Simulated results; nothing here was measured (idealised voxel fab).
process module | voxel released beams
cross-section cut | 245 nm wide | cells 5 nm
A cross-section is a grid of square cells, given in bands from the top down. A band is one or more rows of cells.
Each band's line starts with the height of the band's top and of its bottom, in nm. Then come its materials from left to right, each with its width in nm. One material with "throughout" fills the band from edge to edge. "air" is empty space.
Height 0 is the level under which the wafer as received is all one material. The lowest band goes on downwards, as in "0 down".
A width such as "30 to 40" changes by the same amount from each row of cells to the next, from the band's top row to its bottom row.
"no change" after a step means that no cell of the cross-section changed.
closed voids: empty space of 8 cells or more with no open way to the top, each as width x height at its distance from the left edge, in nm
after a step's settings: what the simulator itself notes on the step
overlay nm, on a step with a mask: how far to the right of its planned place the mask lay; to the left if negative
plan
1 op RECEIVE | material Si
2 op CONFORMAL_DEP | material Al2O3 | thk nm 10
3 op DIRECTIONAL_DEP | material SiO2 | thk nm 10
4 op DIRECTIONAL_DEP | material aC | thk nm 10
5 op PATTERN | tone open | mask id ANCHOR | material resist | width nm 35 | thk nm 25 | overlay nm 0
6 op DIRECTIONAL_ETCH | etch materials aC | depth nm 10
7 op STRIP | etch materials resist
8 op DIRECTIONAL_ETCH | etch materials SiO2 | depth nm 10
9 op STRIP | etch materials aC
10 op CONFORMAL_DEP | material W | thk nm 15
11 op DIRECTIONAL_DEP | material aC | thk nm 15
12 op PATTERN | tone cover | mask id BEAM | material resist | width nm 105 | thk nm 30 | overlay nm 0
13 op DIRECTIONAL_ETCH | etch materials aC | depth nm 15
14 op STRIP | etch materials resist
15 op DIRECTIONAL_ETCH | etch materials W | depth nm 15
16 op STRIP | etch materials aC
17 op STRIP | etch materials SiO2
first wafer, as planned
as received, after step 1
  0 down: Si throughout
  closed voids: none
after step 2
  10 to 0: Al2O3 throughout
  below 0: unchanged
after step 3
  20 to 10: SiO2 throughout
  below 10: unchanged
after step 4
  30 to 20: aC throughout
  below 20: unchanged
after step 5
  55 to 30: resist 70 | air 35 | resist 140
  below 30: unchanged
after step 6
  45 to 30: resist 70 | air 35 | resist 140
  30 to 20: aC 70 | air 35 | aC 140
  below 20: unchanged
after step 7
  30 to 20: aC 70 | air 35 | aC 140
  below 20: unchanged
after step 8
  30 to 20: aC 70 | air 35 | aC 140
  20 to 10: SiO2 70 | air 35 | SiO2 140
  below 10: unchanged
after step 9
  20 to 10: SiO2 70 | air 35 | SiO2 140
  below 10: unchanged
after step 10
  35 to 25: W 85 | air 5 | W 155
  25 to 20: W throughout
  20 to 10: SiO2 70 | W 35 | SiO2 140
  below 10: unchanged
after step 11
  50 to 40: aC 85 | air 5 | aC 155
  40 to 35: aC throughout
  35 to 25: W 85 | aC 5 | W 155
  below 25: unchanged
after step 12
  80 to 50: air 65 | resist 105 | air 75
  50 to 40: aC 85 | resist 5 | aC 155
  below 40: unchanged
after step 13
  65 to 50: air 65 | resist 105 | air 75
  50 to 40: air 65 | aC 20 | resist 5 | aC 80 | air 75
  40 to 35: air 65 | aC 105 | air 75
  below 35: unchanged
after step 14
  50 to 40: air 65 | aC 20 | air 5 | aC 80 | air 75
  below 40: unchanged
after step 15
  50 to 40: air 65 | aC 20 | air 5 | aC 80 | air 75
  40 to 35: air 65 | aC 105 | air 75
  35 to 25: air 65 | W 20 | aC 5 | W 80 | air 75
  25 to 20: air 65 | W 105 | air 75
  below 20: unchanged
after step 16
  35 to 25: air 65 | W 20 | air 5 | W 80 | air 75
  below 25: unchanged
after step 17
  35 to 25: air 65 | W 20 | air 5 | W 80 | air 75
  25 to 20: air 65 | W 105 | air 75
  20 to 10: air 70 | W 35 | air 140
  below 10: unchanged
second wafer: like start, like plan, one mistake. Through step 8 it matches the first wafer
when step 9 should have ended
  0 down: Si throughout
when step 10 should have ended
  15 to 0: W throughout
  below 0: unchanged
when step 11 should have ended
  30 to 15: aC throughout
  below 15: unchanged
when step 12 should have ended
  60 to 30: air 65 | resist 105 | air 75
  below 30: unchanged
when step 13 should have ended
  45 to 30: air 65 | resist 105 | air 75
  30 to 15: air 65 | aC 105 | air 75
  below 15: unchanged
when step 14 should have ended
  30 to 15: air 65 | aC 105 | air 75
  below 15: unchanged
when step 15 should have ended
  30 to 15: air 65 | aC 105 | air 75
  15 to 0: air 65 | W 105 | air 75
  below 0: unchanged
when step 16 should have ended
  15 to 0: air 65 | W 105 | air 75
  below 0: unchanged
when step 17 should have ended: no change
what went wrong: step 9 ran as: op STRIP | etch materials Al2O3
at the end the second wafer has, in cells: 98 fewer of Al2O3 | 12 fewer of W
